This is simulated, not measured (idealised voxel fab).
The name of this process module is voxel wiring stack.
Square cell edge 5 nm, section width 190 nm, ID cut.
In this document a cross-section is written as a grid of square cells. It is given as a series of bands, listed from the top down, and a band is one or more rows of cells.
Per band: top height and bottom height in nm, followed by the left-to-right materials and their widths in nm; "throughout" marks a single material spanning edge to edge, "air" marks empty space.
A quick word on heights: they are counted from 0, and under that level the wafer as it came to us is one material throughout. The lowest band is different from the rest in having no bottom; it simply continues downward, written as in "0 and below".
The notation "30..40" denotes a width that varies across the rows of cells in the band, beginning at the first number in the top row, finishing at the second number in the bottom row, and changing by an identical amount from each row to the next.
Take "remained the same" at face value: in the step it is given for, the cross-section changed in none of its cells.
Basically, "Enclosed voids" tells you about the enclosed voids: empty spaces with no open way to the top, 8 cells or bigger, each written width x height at distance, where distance is from the left edge, all in nm.
Read whatever lies past the settings on a step's line as the simulator's own remark about the step.
On any step carrying a mask, the "overlay nm" setting, if present on the step's line, tells how far right of its planned place the mask lay; negative values point to the left.
Structure of the following material. The material consists of pairs of cross-sections. Each pair comprises the cross-section before one process step and the cross-section after that step, the latter shown only down to the lowest band that changed. The step between the cross-sections is specified beneath each pair, including its settings. Pairs are not necessarily consecutive: they may derive from different runs of this module performed on the same starting wafer. Continuity with the pair above is to be assumed only where the entry headed "Pre-process cross-section" of the pair in question states it.
## Pre-process cross-section
  0 and below  Si throughout
  Enclosed voids: none
## Structure After Step
  10 down to 0  SiO2 throughout
  Beneath the level 0, the cross-section is identical to its previous state.
  Enclosed voids: none
Link between the two cross-sections above: op CONFORMAL_DEP | material SiO2 | thk nm 10
Pre-process cross-section: as in the pair right above, post-step view.
## Structure After Step
  15 down to 10  TiN throughout
  Beneath the level 10, the cross-section is identical to its previous state.
  Enclosed voids: none
Link between the two cross-sections above: op DIRECTIONAL_DEP | material TiN | thk nm 5
Pre-process cross-section: as in the pair right above, post-step view.
## Structure After Step
  40 down to 15  Ru throughout
  Beneath the level 15, the cross-section is identical to its previous state.
  Enclosed voids: none
Link between the two cross-sections above: op DIRECTIONAL_DEP | material Ru | thk nm 25
Pre-process cross-section: as in the pair right above, post-step view.
## Structure After Step
  55 down to 40  air (40), resist (25), air (15), resist (25), air (15), resist (25), air (45)
  Beneath the level 40, the cross-section is identical to its previous state.
  Enclosed voids: none
Link between the two cross-sections above: op PATTERN | tone cover | mask id METAL_1 | material resist | width nm 25 | pitch nm 40 | thk nm 15 | overlay nm 0
Pre-process cross-section: as in the pair right above, post-step view.
## Structure After Step
  55 down to 40  air (40), resist (25), air (15), resist (25), air (15), resist (25), air (45)
  40 down to 15  air (40), Ru (25), air (15), Ru (25), air (15), Ru (25), air (45)
  Beneath the level 15, the cross-section is identical to its previous state.
  Enclosed voids: none
Link between the two cross-sections above: op DIRECTIONAL_ETCH | etch materials Ru | depth nm 25
Pre-process cross-section: as in the pair right above, post-step view.
## Structure After Step
  55 down to 40  air (40), resist (25), air (15), resist (25), air (15), resist (25), air (45)
  40 down to 15  air (40), Ru (25), air (15), Ru (25), air (15), Ru (25), air (45)
  15 down to 10  air (40), TiN (25), air (15), TiN (25), air (15), TiN (25), air (45)
  Beneath the level 10, the cross-section is identical to its previous state.
  Enclosed voids: none
Link between the two cross-sections above: op DIRECTIONAL_ETCH | etch materials TiN | depth nm 5
Pre-process cross-section: as in the pair right above, post-step view.
## Structure After Step
  40 down to 15  air (40), Ru (25), air (15), Ru (25), air (15), Ru (25), air (45)
  Beneath the level 15, the cross-section is identical to its previous state.
  Enclosed voids: none
Link between the two cross-sections above: op STRIP | etch materials resist
Pre-process cross-section: as in the pair right above, post-step view.
## Structure After Step
  45 down to 40  air (35), SiCN (35), air (5), SiCN (35), air (5), SiCN (35), air (40)
  40 down to 15  air (35), SiCN (5), Ru (25), SiCN (5), air (5), SiCN (5), Ru (25), SiCN (5), air (5), SiCN (5), Ru (25), SiCN (5), air (40)
  15 down to 10  SiCN (40), TiN (25), SiCN (15), TiN (25), SiCN (15), TiN (25), SiCN (45)
  Beneath the level 10, the cross-section is identical to its previous state.
  Enclosed voids: none
Link between the two cross-sections above: op CONFORMAL_DEP | material SiCN | thk nm 5
Pre-process cross-section: as in the pair right above, post-step view.
## Structure After Step
  55 down to 45  SiO2 throughout
  45 down to 40  SiO2 (35), SiCN (35), SiO2 (5), SiCN (35), SiO2 (5), SiCN (35), SiO2 (40)
  40 down to 15  SiO2 (35), SiCN (5), Ru (25), SiCN (5), SiO2 (5), SiCN (5), Ru (25), SiCN (5), SiO2 (5), SiCN (5), Ru (25), SiCN (5), SiO2 (40)
  Beneath the level 15, the cross-section is identical to its previous state.
  Enclosed voids: none
Link between the two cross-sections above: op FILL_DEP | material SiO2 | thk nm 10
Pre-process cross-section: as in the pair right above, post-step view.
## Structure After Step
  40 down to 15  SiO2 (35), SiCN (5), Ru (25), SiCN (5), SiO2 (5), SiCN (5), Ru (25), SiCN (5), SiO2 (5), SiCN (5), Ru (25), SiCN (5), SiO2 (40)
  Beneath the level 15, the cross-section is identical to its previous state.
  Enclosed voids: none
Link between the two cross-sections above: op CMP | height nm 40
Pre-process cross-section: as in the pair right above, post-step view.
## Structure After Step
  45 down to 40  SiCN throughout
  Beneath the level 40, the cross-section is identical to its previous state.
  Enclosed voids: none
Link between the two cross-sections above: op CONFORMAL_DEP | material SiCN | thk nm 5
Pre-process cross-section: as in the pair right above, post-step view.
## Structure After Step
  55 down to 45  SiO2 throughout
  Beneath the level 45, the cross-section is identical to its previous state.
  Enclosed voids: none
Link between the two cross-sections above: op DIRECTIONAL_DEP | material SiO2 | thk nm 10
Pre-process cross-section: as in the pair right above, post-step view.
## Structure After Step
  55 down to 45  SiO2 (40), air (15), SiO2 (25), air (15), SiO2 (25), air (15), SiO2 (55)
  Beneath the level 45, the cross-section is identical to its previous state.
  Enclosed voids: none
Link between the two cross-sections above: op MASKED_ETCH | tone open | mask id PLUG_1 | width nm 15 | pitch nm 40 | etch materials SiO2 | depth nm 10 | overlay nm 0
Pre-process cross-section: as in the pair right above, post-step view.
## Structure After Step
  55 down to 45  SiO2 (40), air (15), SiO2 (25), air (15), SiO2 (25), air (15), SiO2 (55)
  45 down to 40  SiCN (40), air (15), SiCN (25), air (15), SiCN (25), air (15), SiCN (55)
  Beneath the level 40, the cross-section is identical to its previous state.
  Enclosed voids: none
Link between the two cross-sections above: op MASKED_ETCH | tone open | mask id PLUG_1 | width nm 15 | pitch nm 40 | etch materials SiCN | depth nm 5 | overlay nm 0
Pre-process cross-section: as in the pair right above, post-step view.
## Structure After Step
  60 down to 55  TiN (45), air (5), TiN (35), air (5), TiN (35), air (5), TiN (60)
  55 down to 45  SiO2 (40), TiN (5), air (5), TiN (5), SiO2 (25), TiN (5), air (5), TiN (5), SiO2 (25), TiN (5), air (5), TiN (5), SiO2 (55)
  45 down to 40  SiCN (40), TiN (15), SiCN (25), TiN (15), SiCN (25), TiN (15), SiCN (55)
  Beneath the level 40, the cross-section is identical to its previous state.
  Enclosed voids: none
Link between the two cross-sections above: op CONFORMAL_DEP | material TiN | thk nm 5
Pre-process cross-section: as in the pair right above, post-step view.
## Structure After Step
  70 down to 60  W throughout
  60 down to 55  TiN (45), W (5), TiN (35), W (5), TiN (35), W (5), TiN (60)
  55 down to 45  SiO2 (40), TiN (5), W (5), TiN (5), SiO2 (25), TiN (5), W (5), TiN (5), SiO2 (25), TiN (5), W (5), TiN (5), SiO2 (55)
  Beneath the level 45, the cross-section is identical to its previous state.
  Enclosed voids: none
Link between the two cross-sections above: op FILL_DEP | material W | thk nm 10
Pre-process cross-section: as in the pair right above, post-step view.
## Structure After Step
  55 down to 45  SiO2 (40), TiN (5), W (5), TiN (5), SiO2 (25), TiN (5), W (5), TiN (5), SiO2 (25), TiN (5), W (5), TiN (5), SiO2 (55)
  Beneath the level 45, the cross-section is identical to its previous state.
  Enclosed voids: none
Link between the two cross-sections above: op CMP | height nm 55
Pre-process cross-section: as in the pair right above, post-step view.
## Structure After Step
  60 down to 55  SiN throughout
  Beneath the level 55, the cross-section is identical to its previous state.
  Enclosed voids: none
Link between the two cross-sections above: op CONFORMAL_DEP | material SiN | thk nm 5
Pre-process cross-section: as in the pair right above, post-step view.
## Structure After Step
  80 down to 60  SiO2 throughout
  Beneath the level 60, the cross-section is identical to its previous state.
  Enclosed voids: none
Link between the two cross-sections above: op DIRECTIONAL_DEP | material SiO2 | thk nm 20
Pre-process cross-section: as in the pair right above, post-step view.
## Structure After Step
  95 down to 80  aC throughout
  Beneath the level 80, the cross-section is identical to its previous state.
  Enclosed voids: none
Link between the two cross-sections above: op DIRECTIONAL_DEP | material aC | thk nm 15
Pre-process cross-section: as in the pair right above, post-step view.
## Structure After Step
  125 down to 95  resist (40), air (25), resist (15), air (25), resist (15), air (25), resist (45)
  Beneath the level 95, the cross-section is identical to its previous state.
  Enclosed voids: none
Link between the two cross-sections above: op PATTERN | tone open | mask id METAL_2 | material resist | width nm 25 | pitch nm 40 | thk nm 30 | overlay nm 0
Pre-process cross-section: as in the pair right above, post-step view.
## Structure After Step
  110 down to 95  resist (40), air (25), resist (15), air (25), resist (15), air (25), resist (45)
  95 down to 80  aC (40), air (25), aC (15), air (25), aC (15), air (25), aC (45)
  Beneath the level 80, the cross-section is identical to its previous state.
  Enclosed voids: none
Link between the two cross-sections above: op DIRECTIONAL_ETCH | etch materials aC | depth nm 15
Pre-process cross-section: as in the pair right above, post-step view.
## Structure After Step
  95 down to 80  aC (40), air (25), aC (15), air (25), aC (15), air (25), aC (45)
  Beneath the level 80, the cross-section is identical to its previous state.
  Enclosed voids: none
Link between the two cross-sections above: op STRIP | etch materials resist
Pre-process cross-section: as in the pair right above, post-step view.
## Structure After Step
  95 down to 80  aC (40), air (25), aC (15), air (25), aC (15), air (25), aC (45)
  80 down to 60  SiO2 (40), air (25), SiO2 (15), air (25), SiO2 (15), air (25), SiO2 (45)
  Beneath the level 60, the cross-section is identical to its previous state.
  Enclosed voids: none
Link between the two cross-sections above: op DIRECTIONAL_ETCH | etch materials SiO2 | depth nm 20
Pre-process cross-section: as in the pair right above, post-step view.
## Structure After Step
  95 down to 80  aC (40), air (25), aC (15), air (25), aC (15), air (25), aC (45)
  80 down to 60  SiO2 (40), air (25), SiO2 (15), air (25), SiO2 (15), air (25), SiO2 (45)
  60 down to 55  SiN (40), air (25), SiN (15), air (25), SiN (15), air (25), SiN (45)
  Beneath the level 55, the cross-section is identical to its previous state.
  Enclosed voids: none
Link between the two cross-sections above: op DIRECTIONAL_ETCH | etch materials SiN | depth nm 5
Pre-process cross-section: as in the pair right above, post-step view.
## Structure After Step
  80 down to 60  SiO2 (40), air (25), SiO2 (15), air (25), SiO2 (15), air (25), SiO2 (45)
  Beneath the level 60, the cross-section is identical to its previous state.
  Enclosed voids: none
Link between the two cross-sections above: op STRIP | etch materials aC
Pre-process cross-section: as in the pair right above, post-step view.
## Structure After Step
  85 down to 80  TiN (45), air (15), TiN (25), air (15), TiN (25), air (15), TiN (50)
  80 down to 60  SiO2 (40), TiN (5), air (15), TiN (5), SiO2 (15), TiN (5), air (15), TiN (5), SiO2 (15), TiN (5), air (15), TiN (5), SiO2 (45)
  60 down to 55  SiN (40), TiN (25), SiN (15), TiN (25), SiN (15), TiN (25), SiN (45)
  Beneath the level 55, the cross-section is identical to its previous state.
  Enclosed voids: none
Link between the two cross-sections above: op CONFORMAL_DEP | material TiN | thk nm 5
Pre-process cross-section: as in the pair right above, post-step view.
## Structure After Step
  95 down to 85  Cu throughout
  85 down to 80  TiN (45), Cu (15), TiN (25), Cu (15), TiN (25), Cu (15), TiN (50)
  80 down to 60  SiO2 (40), TiN (5), Cu (15), TiN (5), SiO2 (15), TiN (5), Cu (15), TiN (5), SiO2 (15), TiN (5), Cu (15), TiN (5), SiO2 (45)
  Beneath the level 60, the cross-section is identical to its previous state.
  Enclosed voids: none
Link between the two cross-sections above: op FILL_DEP | material Cu | thk nm 10
Pre-process cross-section: as in the pair right above, post-step view.
## Structure After Step
  80 down to 60  SiO2 (40), TiN (5), Cu (15), TiN (5), SiO2 (15), TiN (5), Cu (15), TiN (5), SiO2 (15), TiN (5), Cu (15), TiN (5), SiO2 (45)
  Beneath the level 60, the cross-section is identical to its previous state.
  Enclosed voids: none
Link between the two cross-sections above: op CMP | height nm 80
Pre-process cross-section: as in the pair right above, post-step view.
## Structure After Step
  85 down to 80  air (35), Ru (35), air (5), Ru (35), air (5), Ru (35), air (40)
  Beneath the level 80, the cross-section is identical to its previous state.
  Enclosed voids: none
Link between the two cross-sections above: op EPI | material Ru | thk nm 5
Pre-process cross-section: as in the pair right above, post-step view.
## Structure After Step
  90 down to 85  SiCN throughout
  85 down to 80  SiCN (35), Ru (35), SiCN (5), Ru (35), SiCN (5), Ru (35), SiCN (40)
  Beneath the level 80, the cross-section is identical to its previous state.
  Enclosed voids: none
Link between the two cross-sections above: op FILL_DEP | material SiCN | thk nm 5
## Pre-process cross-section
  0 and below  Si throughout
  Enclosed voids: none
## Structure After Step
  5 down to 0  TiN throughout
  Beneath the level 0, the cross-section is identical to its previous state.
  Enclosed voids: none
Link between the two cross-sections above: op DIRECTIONAL_DEP | material TiN | thk nm 5
Pre-process cross-section: as in the pair right above, post-step view.
## Structure After Step
  15 down to 5  SiO2 throughout
  Beneath the level 5, the cross-section is identical to its previous state.
  Enclosed voids: none
Link between the two cross-sections above: op CONFORMAL_DEP | material SiO2 | thk nm 10
Pre-process cross-section: as in the pair right above, post-step view.
## Structure After Step
  40 down to 15  Ru throughout
  Beneath the level 15, the cross-section is identical to its previous state.
  Enclosed voids: none
Link between the two cross-sections above: op DIRECTIONAL_DEP | material Ru | thk nm 25
Pre-process cross-section: as in the pair right above, post-step view.
## Structure After Step
  55 down to 40  air (40), resist (25), air (15), resist (25), air (15), resist (25), air (45)
  Beneath the level 40, the cross-section is identical to its previous state.
  Enclosed voids: none
Link between the two cross-sections above: op PATTERN | tone cover | mask id METAL_1 | material resist | width nm 25 | pitch nm 40 | thk nm 15 | overlay nm 0
Pre-process cross-section: as in the pair right above, post-step view.
## Structure After Step
  55 down to 40  air (40), resist (25), air (15), resist (25), air (15), resist (25), air (45)
  40 down to 15  air (40), Ru (25), air (15), Ru (25), air (15), Ru (25), air (45)
  Beneath the level 15, the cross-section is identical to its previous state.
  Enclosed voids: none
Link between the two cross-sections above: op DIRECTIONAL_ETCH | etch materials Ru | depth nm 25
Pre-process cross-section: as in the pair right above, post-step view.
## Structure After Step
  40 down to 15  air (40), Ru (25), air (15), Ru (25), air (15), Ru (25), air (45)
  Beneath the level 15, the cross-section is identical to its previous state.
  Enclosed voids: none
Link between the two cross-sections above: op STRIP | etch materials resist
Pre-process cross-section: as in the pair right above, post-step view.
## Structure After Step
  45 down to 40  air (35), SiCN (35), air (5), SiCN (35), air (5), SiCN (35), air (40)
  40 down to 20  air (35), SiCN (5), Ru (25), SiCN (5), air (5), SiCN (5), Ru (25), SiCN (5), air (5), SiCN (5), Ru (25), SiCN (5), air (40)
  20 down to 15  SiCN (40), Ru (25), SiCN (15), Ru (25), SiCN (15), Ru (25), SiCN (45)
  Beneath the level 15, the cross-section is identical to its previous state.
  Enclosed voids: none
Link between the two cross-sections above: op CONFORMAL_DEP | material SiCN | thk nm 5
Pre-process cross-section: as in the pair right above, post-step view.
## Structure After Step
  55 down to 45  SiO2 throughout
  45 down to 40  SiO2 (35), SiCN (35), SiO2 (5), SiCN (35), SiO2 (5), SiCN (35), SiO2 (40)
  40 down to 20  SiO2 (35), SiCN (5), Ru (25), SiCN (5), SiO2 (5), SiCN (5), Ru (25), SiCN (5), SiO2 (5), SiCN (5), Ru (25), SiCN (5), SiO2 (40)
  Beneath the level 20, the cross-section is identical to its previous state.
  Enclosed voids: none
Link between the two cross-sections above: op FILL_DEP | material SiO2 | thk nm 10
Pre-process cross-section: as in the pair right above, post-step view.
## Structure After Step
  40 down to 20  SiO2 (35), SiCN (5), Ru (25), SiCN (5), SiO2 (5), SiCN (5), Ru (25), SiCN (5), SiO2 (5), SiCN (5), Ru (25), SiCN (5), SiO2 (40)
  Beneath the level 20, the cross-section is identical to its previous state.
  Enclosed voids: none
Link between the two cross-sections above: op CMP | height nm 40
Pre-process cross-section: as in the pair right above, post-step view.
## Structure After Step
  45 down to 40  SiCN throughout
  Beneath the level 40, the cross-section is identical to its previous state.
  Enclosed voids: none
Link between the two cross-sections above: op CONFORMAL_DEP | material SiCN | thk nm 5
Pre-process cross-section: as in the pair right above, post-step view.
## Structure After Step
  55 down to 45  SiO2 throughout
  Beneath the level 45, the cross-section is identical to its previous state.
  Enclosed voids: none
Link between the two cross-sections above: op DIRECTIONAL_DEP | material SiO2 | thk nm 10
Pre-process cross-section: as in the pair right above, post-step view.
## Structure After Step
  55 down to 45  SiO2 (40), air (15), SiO2 (25), air (15), SiO2 (25), air (15), SiO2 (55)
  Beneath the level 45, the cross-section is identical to its previous state.
  Enclosed voids: none
Link between the two cross-sections above: op MASKED_ETCH | tone open | mask id PLUG_1 | width nm 15 | pitch nm 40 | etch materials SiO2 | depth nm 10 | overlay nm 0
Pre-process cross-section: as in the pair right above, post-step view.
## Structure After Step
  55 down to 45  SiO2 (40), air (15), SiO2 (25), air (15), SiO2 (25), air (15), SiO2 (55)
  45 down to 40  SiCN (40), air (15), SiCN (25), air (15), SiCN (25), air (15), SiCN (55)
  Beneath the level 40, the cross-section is identical to its previous state.
  Enclosed voids: none
Link between the two cross-sections above: op MASKED_ETCH | tone open | mask id PLUG_1 | width nm 15 | pitch nm 40 | etch materials SiCN | depth nm 5 | overlay nm 0
Pre-process cross-section: as in the pair right above, post-step view.
## Structure After Step
  60 down to 55  TiN (45), air (5), TiN (35), air (5), TiN (35), air (5), TiN (60)
  55 down to 45  SiO2 (40), TiN (5), air (5), TiN (5), SiO2 (25), TiN (5), air (5), TiN (5), SiO2 (25), TiN (5), air (5), TiN (5), SiO2 (55)
  45 down to 40  SiCN (40), TiN (15), SiCN (25), TiN (15), SiCN (25), TiN (15), SiCN (55)
  Beneath the level 40, the cross-section is identical to its previous state.
  Enclosed voids: none
Link between the two cross-sections above: op CONFORMAL_DEP | material TiN | thk nm 5
Pre-process cross-section: as in the pair right above, post-step view.
## Structure After Step
  70 down to 60  W throughout
  60 down to 55  TiN (45), W (5), TiN (35), W (5), TiN (35), W (5), TiN (60)
  55 down to 45  SiO2 (40), TiN (5), W (5), TiN (5), SiO2 (25), TiN (5), W (5), TiN (5), SiO2 (25), TiN (5), W (5), TiN (5), SiO2 (55)
  Beneath the level 45, the cross-section is identical to its previous state.
  Enclosed voids: none
Link between the two cross-sections above: op FILL_DEP | material W | thk nm 10
Pre-process cross-section: as in the pair right above, post-step view.
## Structure After Step
  55 down to 45  SiO2 (40), TiN (5), W (5), TiN (5), SiO2 (25), TiN (5), W (5), TiN (5), SiO2 (25), TiN (5), W (5), TiN (5), SiO2 (55)
  Beneath the level 45, the cross-section is identical to its previous state.
  Enclosed voids: none
Link between the two cross-sections above: op CMP | height nm 55
Pre-process cross-section: as in the pair right above, post-step view.
## Structure After Step
  60 down to 55  SiN throughout
  Beneath the level 55, the cross-section is identical to its previous state.
  Enclosed voids: none
Link between the two cross-sections above: op CONFORMAL_DEP | material SiN | thk nm 5
Pre-process cross-section: as in the pair right above, post-step view.
## Structure After Step
  80 down to 60  SiO2 throughout
  Beneath the level 60, the cross-section is identical to its previous state.
  Enclosed voids: none
Link between the two cross-sections above: op DIRECTIONAL_DEP | material SiO2 | thk nm 20
Pre-process cross-section: as in the pair right above, post-step view.
## Structure After Step
  95 down to 80  aC throughout
  Beneath the level 80, the cross-section is identical to its previous state.
  Enclosed voids: none
Link between the two cross-sections above: op DIRECTIONAL_DEP | material aC | thk nm 15
Pre-process cross-section: as in the pair right above, post-step view.
## Structure After Step
  125 down to 95  resist (40), air (25), resist (15), air (25), resist (15), air (25), resist (45)
  Beneath the level 95, the cross-section is identical to its previous state.
  Enclosed voids: none
Link between the two cross-sections above: op PATTERN | tone open | mask id METAL_2 | material resist | width nm 25 | pitch nm 40 | thk nm 30 | overlay nm 0
Pre-process cross-section: as in the pair right above, post-step view.
## Structure After Step
  110 down to 95  resist (40), air (25), resist (15), air (25), resist (15), air (25), resist (45)
  95 down to 80  aC (40), air (25), aC (15), air (25), aC (15), air (25), aC (45)
  Beneath the level 80, the cross-section is identical to its previous state.
  Enclosed voids: none
Link between the two cross-sections above: op DIRECTIONAL_ETCH | etch materials aC | depth nm 15
Pre-process cross-section: as in the pair right above, post-step view.
## Structure After Step
  95 down to 80  aC (40), air (25), aC (15), air (25), aC (15), air (25), aC (45)
  Beneath the level 80, the cross-section is identical to its previous state.
  Enclosed voids: none
Link between the two cross-sections above: op STRIP | etch materials resist
Pre-process cross-section: as in the pair right above, post-step view.
## Structure After Step
  95 down to 80  aC (40), air (25), aC (15), air (25), aC (15), air (25), aC (45)
  80 down to 60  SiO2 (40), air (25), SiO2 (15), air (25), SiO2 (15), air (25), SiO2 (45)
  Beneath the level 60, the cross-section is identical to its previous state.
  Enclosed voids: none
Link between the two cross-sections above: op DIRECTIONAL_ETCH | etch materials SiO2 | depth nm 20
Pre-process cross-section: as in the pair right above, post-step view.
## Structure After Step
  95 down to 80  aC (40), air (25), aC (15), air (25), aC (15), air (25), aC (45)
  80 down to 60  SiO2 (40), air (25), SiO2 (15), air (25), SiO2 (15), air (25), SiO2 (45)
  60 down to 55  SiN (40), air (25), SiN (15), air (25), SiN (15), air (25), SiN (45)
  Beneath the level 55, the cross-section is identical to its previous state.
  Enclosed voids: none
Link between the two cross-sections above: op DIRECTIONAL_ETCH | etch materials SiN | depth nm 5
Pre-process cross-section: as in the pair right above, post-step view.
## Structure After Step
  80 down to 60  SiO2 (40), air (25), SiO2 (15), air (25), SiO2 (15), air (25), SiO2 (45)
  Beneath the level 60, the cross-section is identical to its previous state.
  Enclosed voids: none
Link between the two cross-sections above: op STRIP | etch materials aC
Pre-process cross-section: as in the pair right above, post-step view.
## Structure After Step
  85 down to 80  TiN (45), air (15), TiN (25), air (15), TiN (25), air (15), TiN (50)
  80 down to 60  SiO2 (40), TiN (5), air (15), TiN (5), SiO2 (15), TiN (5), air (15), TiN (5), SiO2 (15), TiN (5), air (15), TiN (5), SiO2 (45)
  60 down to 55  SiN (40), TiN (25), SiN (15), TiN (25), SiN (15), TiN (25), SiN (45)
  Beneath the level 55, the cross-section is identical to its previous state.
  Enclosed voids: none
Link between the two cross-sections above: op CONFORMAL_DEP | material TiN | thk nm 5
Pre-process cross-section: as in the pair right above, post-step view.
## Structure After Step
  95 down to 85  Cu throughout
  85 down to 80  TiN (45), Cu (15), TiN (25), Cu (15), TiN (25), Cu (15), TiN (50)
  80 down to 60  SiO2 (40), TiN (5), Cu (15), TiN (5), SiO2 (15), TiN (5), Cu (15), TiN (5), SiO2 (15), TiN (5), Cu (15), TiN (5), SiO2 (45)
  Beneath the level 60, the cross-section is identical to its previous state.
  Enclosed voids: none
Link between the two cross-sections above: op FILL_DEP | material Cu | thk nm 10
Pre-process cross-section: as in the pair right above, post-step view.
## Structure After Step
  80 down to 60  SiO2 (40), TiN (5), Cu (15), TiN (5), SiO2 (15), TiN (5), Cu (15), TiN (5), SiO2 (15), TiN (5), Cu (15), TiN (5), SiO2 (45)
  Beneath the level 60, the cross-section is identical to its previous state.
  Enclosed voids: none
Link between the two cross-sections above: op CMP | height nm 80
Pre-process cross-section: as in the pair right above, post-step view.
## Structure After Step
  85 down to 80  air (35), Ru (35), air (5), Ru (35), air (5), Ru (35), air (40)
  Beneath the level 80, the cross-section is identical to its previous state.
  Enclosed voids: none
Link between the two cross-sections above: op EPI | material Ru | thk nm 5
Pre-process cross-section: as in the pair right above, post-step view.
## Structure After Step
  90 down to 85  SiCN throughout
  85 down to 80  SiCN (35), Ru (35), SiCN (5), Ru (35), SiCN (5), Ru (35), SiCN (40)
  Beneath the level 80, the cross-section is identical to its previous state.
  Enclosed voids: none
Link between the two cross-sections above: op FILL_DEP | material SiCN | thk nm 5
## Pre-process cross-section
  85 down to 80  air (35), Ru (35), air (5), Ru (35), air (5), Ru (35), air (40)
  80 down to 60  SiO2 (40), TiN (5), Cu (15), TiN (5), SiO2 (15), TiN (5), Cu (15), TiN (5), SiO2 (15), TiN (5), Cu (15), TiN (5), SiO2 (45)
  60 down to 55  SiN (40), TiN (25), SiN (15), TiN (25), SiN (15), TiN (25), SiN (45)
  55 down to 45  SiO2 (40), TiN (5), W (5), TiN (5), SiO2 (25), TiN (5), W (5), TiN (5), SiO2 (25), TiN (5), W (5), TiN (5), SiO2 (55)
  45 down to 40  SiCN (40), TiN (15), SiCN (25), TiN (15), SiCN (25), TiN (15), SiCN (55)
  40 down to 15  SiO2 (35), SiCN (5), Ru (25), SiCN (5), SiO2 (5), SiCN (5), Ru (25), SiCN (5), SiO2 (5), SiCN (5), Ru (25), SiCN (5), SiO2 (40)
  15 down to 10  SiCN (40), TiN (25), SiCN (15), TiN (25), SiCN (15), TiN (25), SiCN (45)
  10 down to 0  SiO2 throughout
  0 and below  Si throughout
  Enclosed voids: none
## Structure After Step
  100 down to 85  SiCN throughout
  85 down to 80  SiCN (35), Ru (35), SiCN (5), Ru (35), SiCN (5), Ru (35), SiCN (40)
  Beneath the level 80, the cross-section is identical to its previous state.
  Enclosed voids: none
Link between the two cross-sections above: op FILL_DEP | material SiCN | thk nm 15
## Pre-process cross-section
  40 down to 15  Ru throughout
  15 down to 10  TiN throughout
  10 down to 0  SiO2 throughout
  0 and below  Si throughout
  Enclosed voids: none
## Structure After Step
  55 down to 40  air (45), resist (15), air (25), resist (15), air (25), resist (15), air (50)
  Beneath the level 40, the cross-section is identical to its previous state.
  Enclosed voids: none
Link between the two cross-sections above: op PATTERN | tone cover | mask id METAL_1 | material resist | width nm 15 | pitch nm 40 | thk nm 15 | overlay nm 0
Pre-process cross-section: as in the pair right above, post-step view.
## Structure After Step
  55 down to 40  air (45), resist (15), air (25), resist (15), air (25), resist (15), air (50)
  40 down to 15  air (45), Ru (15), air (25), Ru (15), air (25), Ru (15), air (50)
  Beneath the level 15, the cross-section is identical to its previous state.
  Enclosed voids: none
Link between the two cross-sections above: op DIRECTIONAL_ETCH | etch materials Ru | depth nm 25
Pre-process cross-section: as in the pair right above, post-step view.
## Structure After Step
  55 down to 40  air (45), resist (15), air (25), resist (15), air (25), resist (15), air (50)
  40 down to 15  air (45), Ru (15), air (25), Ru (15), air (25), Ru (15), air (50)
  15 down to 10  air (45), TiN (15), air (25), TiN (15), air (25), TiN (15), air (50)
  Beneath the level 10, the cross-section is identical to its previous state.
  Enclosed voids: none
Link between the two cross-sections above: op DIRECTIONAL_ETCH | etch materials TiN | depth nm 5
Pre-process cross-section: as in the pair right above, post-step view.
## Structure After Step
  40 down to 15  air (45), Ru (15), air (25), Ru (15), air (25), Ru (15), air (50)
  Beneath the level 15, the cross-section is identical to its previous state.
  Enclosed voids: none
Link between the two cross-sections above: op STRIP | etch materials resist
Pre-process cross-section: as in the pair right above, post-step view.
## Structure After Step
  45 down to 40  air (40), SiCN (25), air (15), SiCN (25), air (15), SiCN (25), air (45)
  40 down to 15  air (40), SiCN (5), Ru (15), SiCN (5), air (15), SiCN (5), Ru (15), SiCN (5), air (15), SiCN (5), Ru (15), SiCN (5), air (45)
  15 down to 10  SiCN (45), TiN (15), SiCN (25), TiN (15), SiCN (25), TiN (15), SiCN (50)
  Beneath the level 10, the cross-section is identical to its previous state.
  Enclosed voids: none
Link between the two cross-sections above: op CONFORMAL_DEP | material SiCN | thk nm 5
Pre-process cross-section: as in the pair right above, post-step view.
## Structure After Step
  55 down to 45  SiO2 throughout
  45 down to 40  SiO2 (40), SiCN (25), SiO2 (15), SiCN (25), SiO2 (15), SiCN (25), SiO2 (45)
  40 down to 15  SiO2 (40), SiCN (5), Ru (15), SiCN (5), SiO2 (15), SiCN (5), Ru (15), SiCN (5), SiO2 (15), SiCN (5), Ru (15), SiCN (5), SiO2 (45)
  Beneath the level 15, the cross-section is identical to its previous state.
  Enclosed voids: none
Link between the two cross-sections above: op FILL_DEP | material SiO2 | thk nm 10
Pre-process cross-section: as in the pair right above, post-step view.
## Structure After Step
  40 down to 15  SiO2 (40), SiCN (5), Ru (15), SiCN (5), SiO2 (15), SiCN (5), Ru (15), SiCN (5), SiO2 (15), SiCN (5), Ru (15), SiCN (5), SiO2 (45)
  Beneath the level 15, the cross-section is identical to its previous state.
  Enclosed voids: none
Link between the two cross-sections above: op CMP | height nm 40
Pre-process cross-section: as in the pair right above, post-step view.
## Structure After Step
  45 down to 40  SiCN throughout
  Beneath the level 40, the cross-section is identical to its previous state.
  Enclosed voids: none
Link between the two cross-sections above: op CONFORMAL_DEP | material SiCN | thk nm 5
Pre-process cross-section: as in the pair right above, post-step view.
## Structure After Step
  55 down to 45  SiO2 throughout
  Beneath the level 45, the cross-section is identical to its previous state.
  Enclosed voids: none
Link between the two cross-sections above: op DIRECTIONAL_DEP | material SiO2 | thk nm 10
Pre-process cross-section: as in the pair right above, post-step view.
## Structure After Step
  55 down to 45  SiO2 (40), air (15), SiO2 (25), air (15), SiO2 (25), air (15), SiO2 (55)
  Beneath the level 45, the cross-section is identical to its previous state.
  Enclosed voids: none
Link between the two cross-sections above: op MASKED_ETCH | tone open | mask id PLUG_1 | width nm 15 | pitch nm 40 | etch materials SiO2 | depth nm 10 | overlay nm 0
Pre-process cross-section: as in the pair right above, post-step view.
## Structure After Step
  55 down to 45  SiO2 (40), air (15), SiO2 (25), air (15), SiO2 (25), air (15), SiO2 (55)
  45 down to 40  SiCN (40), air (15), SiCN (25), air (15), SiCN (25), air (15), SiCN (55)
  Beneath the level 40, the cross-section is identical to its previous state.
  Enclosed voids: none
Link between the two cross-sections above: op MASKED_ETCH | tone open | mask id PLUG_1 | width nm 15 | pitch nm 40 | etch materials SiCN | depth nm 5 | overlay nm 0
